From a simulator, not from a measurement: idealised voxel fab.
The following process module bears the name voxel self aligned contacts.
In the cross-section labelled cut, the width is 140 nm and each square cell is 5 nm.
In this document a cross-section is written as a grid of square cells. It is given as a series of bands, listed from the top down, and a band is one or more rows of cells. It is stipulated that each band's entry specify, in nanometres, the height of the top of the band and then that of its bottom, followed by the materials of the band in left-to-right sequence, each together with its width in nanometres. A single material marked by the word "all across" is understood to fill the band from edge to edge; the word "air" is understood to denote empty space. Where do heights start? At 0: under that level the wafer as delivered is made of one material only. And the lowest band has no floor; it just carries on downward, as in "from 0 down". A width such as "30..40" changes by the same amount from each row of cells to the next, from the band's top row to its bottom row. Step note "no modifications" = no cross-section cell changed. Any empty space of 8 cells or more lacking an open way to the top shows up in "Cavities, closed" as width x height at distance, distance from the left edge, in nm. If you see something after the settings on a step's line, that's the simulator's own remark about that step. For masked steps, "overlay nm" on the step line gives how far right of plan the mask actually lay; a minus sign means it lay to the left.
**Process steps (planned)**
1 RECEIVE | material Si
2 OXIDIZE | depth nm 5
3 DIRECTIONAL_DEP | material polySi | thk nm 25
4 DIRECTIONAL_DEP | material SiN | thk nm 25
5 PATTERN | tone cover | mask id GATE | material resist | width nm 35 | pitch nm 75 | thk nm 20 | overlay nm 0
6 DIRECTIONAL_ETCH | etch materials SiN | depth nm 25
7 DIRECTIONAL_ETCH | etch materials polySi | depth nm 25
8 STRIP | etch materials resist
9 CONFORMAL_DEP | material SiN | thk nm 10
10 DIRECTIONAL_ETCH | etch materials SiN | depth nm 10
11 FILL_DEP | material SiO2 | thk nm 10
12 CMP | height nm 55
13 PATTERN | tone open | mask id CONTACT | material resist | width nm 50 | thk nm 20 | overlay nm 0
14 DIRECTIONAL_ETCH | etch materials SiO2 | depth nm 60
15 STRIP | etch materials resist
16 CONFORMAL_DEP | material TiN | thk nm 5
17 FILL_DEP | material W | thk nm 10
18 CMP | height nm 55
19 CONFORMAL_DEP | material SiCN | thk nm 5
**The first of two wafers, run as planned**
**Step 1 complete: cross-section of the wafer as received**
  from 0 down  Si all across
  Cavities, closed: none
**Cross-section of the wafer after step 2**
  from 0 to -5  SiO2 all across
  Unchanged below -5.
**Cross-section of the wafer after step 3**
  from 25 to 0  polySi all across
  Unchanged below 0.
**Cross-section of the wafer after step 4**
  from 50 to 25  SiN all across
  Unchanged below 25.
**Cross-section of the wafer after step 5**
  from 70 to 50  15 nm air, 35 nm resist, 40 nm air, 35 nm resist, 15 nm air
  Unchanged below 50.
**Cross-section of the wafer after step 6**
  from 70 to 50  15 nm air, 35 nm resist, 40 nm air, 35 nm resist, 15 nm air
  from 50 to 25  15 nm air, 35 nm SiN, 40 nm air, 35 nm SiN, 15 nm air
  Unchanged below 25.
**Cross-section of the wafer after step 7**
  from 70 to 50  15 nm air, 35 nm resist, 40 nm air, 35 nm resist, 15 nm air
  from 50 to 25  15 nm air, 35 nm SiN, 40 nm air, 35 nm SiN, 15 nm air
  from 25 to 0  15 nm air, 35 nm polySi, 40 nm air, 35 nm polySi, 15 nm air
  Unchanged below 0.
**Cross-section of the wafer after step 8**
  from 50 to 25  15 nm air, 35 nm SiN, 40 nm air, 35 nm SiN, 15 nm air
  Unchanged below 25.
**Cross-section of the wafer after step 9**
  from 60 to 25  5 nm air, 55 nm SiN, 20 nm air, 55 nm SiN, 5 nm air
  from 25 to 10  5 nm air, 10 nm SiN, 35 nm polySi, 10 nm SiN, 20 nm air, 10 nm SiN, 35 nm polySi, 10 nm SiN, 5 nm air
  from 10 to 0  15 nm SiN, 35 nm polySi, 40 nm SiN, 35 nm polySi, 15 nm SiN
  Unchanged below 0.
**Cross-section of the wafer after step 10**
  from 50 to 25  5 nm air, 55 nm SiN, 20 nm air, 55 nm SiN, 5 nm air
  from 25 to 0  5 nm air, 10 nm SiN, 35 nm polySi, 10 nm SiN, 20 nm air, 10 nm SiN, 35 nm polySi, 10 nm SiN, 5 nm air
  Unchanged below 0.
**Cross-section of the wafer after step 11**
  from 60 to 50  SiO2 all across
  from 50 to 25  5 nm SiO2, 55 nm SiN, 20 nm SiO2, 55 nm SiN, 5 nm SiO2
  from 25 to 0  5 nm SiO2, 10 nm SiN, 35 nm polySi, 10 nm SiN, 20 nm SiO2, 10 nm SiN, 35 nm polySi, 10 nm SiN, 5 nm SiO2
  Unchanged below 0.
**Cross-section of the wafer after step 12**
  from 55 to 50  SiO2 all across
  Unchanged below 50.
**Cross-section of the wafer after step 13**
  from 75 to 55  45 nm resist, 50 nm air, 45 nm resist
  Unchanged below 55.
**Cross-section of the wafer after step 14**
  from 75 to 55  45 nm resist, 50 nm air, 45 nm resist
  from 55 to 50  45 nm SiO2, 50 nm air, 45 nm SiO2
  from 50 to 25  5 nm SiO2, 55 nm SiN, 20 nm air, 55 nm SiN, 5 nm SiO2
  from 25 to 0  5 nm SiO2, 10 nm SiN, 35 nm polySi, 10 nm SiN, 20 nm air, 10 nm SiN, 35 nm polySi, 10 nm SiN, 5 nm SiO2
  from 0 to -5  60 nm SiO2, 20 nm air, 60 nm SiO2
  Unchanged below -5.
**Cross-section of the wafer after step 15**
  from 55 to 50  45 nm SiO2, 50 nm air, 45 nm SiO2
  Unchanged below 50.
**Cross-section of the wafer after step 16**
  from 60 to 55  50 nm TiN, 40 nm air, 50 nm TiN
  from 55 to 50  45 nm SiO2, 20 nm TiN, 10 nm air, 20 nm TiN, 45 nm SiO2
  from 50 to 25  5 nm SiO2, 55 nm SiN, 5 nm TiN, 10 nm air, 5 nm TiN, 55 nm SiN, 5 nm SiO2
  from 25 to 0  5 nm SiO2, 10 nm SiN, 35 nm polySi, 10 nm SiN, 5 nm TiN, 10 nm air, 5 nm TiN, 10 nm SiN, 35 nm polySi, 10 nm SiN, 5 nm SiO2
  from 0 to -5  60 nm SiO2, 20 nm TiN, 60 nm SiO2
  Unchanged below -5.
**Cross-section of the wafer after step 17**
  from 70 to 60  W all across
  from 60 to 55  50 nm TiN, 40 nm W, 50 nm TiN
  from 55 to 50  45 nm SiO2, 20 nm TiN, 10 nm W, 20 nm TiN, 45 nm SiO2
  from 50 to 25  5 nm SiO2, 55 nm SiN, 5 nm TiN, 10 nm W, 5 nm TiN, 55 nm SiN, 5 nm SiO2
  from 25 to 0  5 nm SiO2, 10 nm SiN, 35 nm polySi, 10 nm SiN, 5 nm TiN, 10 nm W, 5 nm TiN, 10 nm SiN, 35 nm polySi, 10 nm SiN, 5 nm SiO2
  Unchanged below 0.
**Cross-section of the wafer after step 18**
  from 55 to 50  45 nm SiO2, 20 nm TiN, 10 nm W, 20 nm TiN, 45 nm SiO2
  Unchanged below 50.
**Cross-section of the wafer after step 19**
  from 60 to 55  SiCN all across
  Unchanged below 55.
**Now the other wafer: same start, same recipe, but we messed up one thing when running it. Up to and including step 12 it's the same as the first one**
**Planned end of step 13: second wafer, cross-section**
  from 75 to 55  45 nm air, 50 nm resist, 45 nm air
  Unchanged below 55.
**Planned end of step 14: second wafer, cross-section**
  from 75 to 55  45 nm air, 50 nm resist, 45 nm air
  from 55 to 50  45 nm air, 50 nm SiO2, 45 nm air
  from 50 to 25  5 nm air, 55 nm SiN, 20 nm SiO2, 55 nm SiN, 5 nm air
  from 25 to 0  5 nm air, 10 nm SiN, 35 nm polySi, 10 nm SiN, 20 nm SiO2, 10 nm SiN, 35 nm polySi, 10 nm SiN, 5 nm air
  from 0 to -5  5 nm air, 130 nm SiO2, 5 nm air
  Unchanged below -5.
**Planned end of step 15: second wafer, cross-section**
  from 55 to 50  45 nm air, 50 nm SiO2, 45 nm air
  Unchanged below 50.
**Planned end of step 16: second wafer, cross-section**
  from 60 to 55  40 nm air, 60 nm TiN, 40 nm air
  from 55 to 50  45 nm TiN, 50 nm SiO2, 45 nm TiN
  from 50 to 25  5 nm TiN, 55 nm SiN, 20 nm SiO2, 55 nm SiN, 5 nm TiN
  from 25 to 0  5 nm TiN, 10 nm SiN, 35 nm polySi, 10 nm SiN, 20 nm SiO2, 10 nm SiN, 35 nm polySi, 10 nm SiN, 5 nm TiN
  from 0 to -5  5 nm TiN, 130 nm SiO2, 5 nm TiN
  Unchanged below -5.
**Planned end of step 17: second wafer, cross-section**
  from 70 to 60  W all across
  from 60 to 55  40 nm W, 60 nm TiN, 40 nm W
  Unchanged below 55.
**Planned end of step 18: second wafer, cross-section**
  from 55 to 50  45 nm TiN, 50 nm SiO2, 45 nm TiN
  Unchanged below 50.
**Planned end of step 19: second wafer, cross-section**
  from 60 to 55  SiCN all across
  Unchanged below 55.
What went wrong in running the wafer? in deviation from the planned setting, step 13 was conducted as PATTERN | tone cover | mask id CONTACT | material resist | width nm 50 | thk nm 20 | overlay nm 0
Heads up, by the end the second wafer has more or fewer cells of some materials compared to the first: SiO2 +14 | TiN +8 | W -22
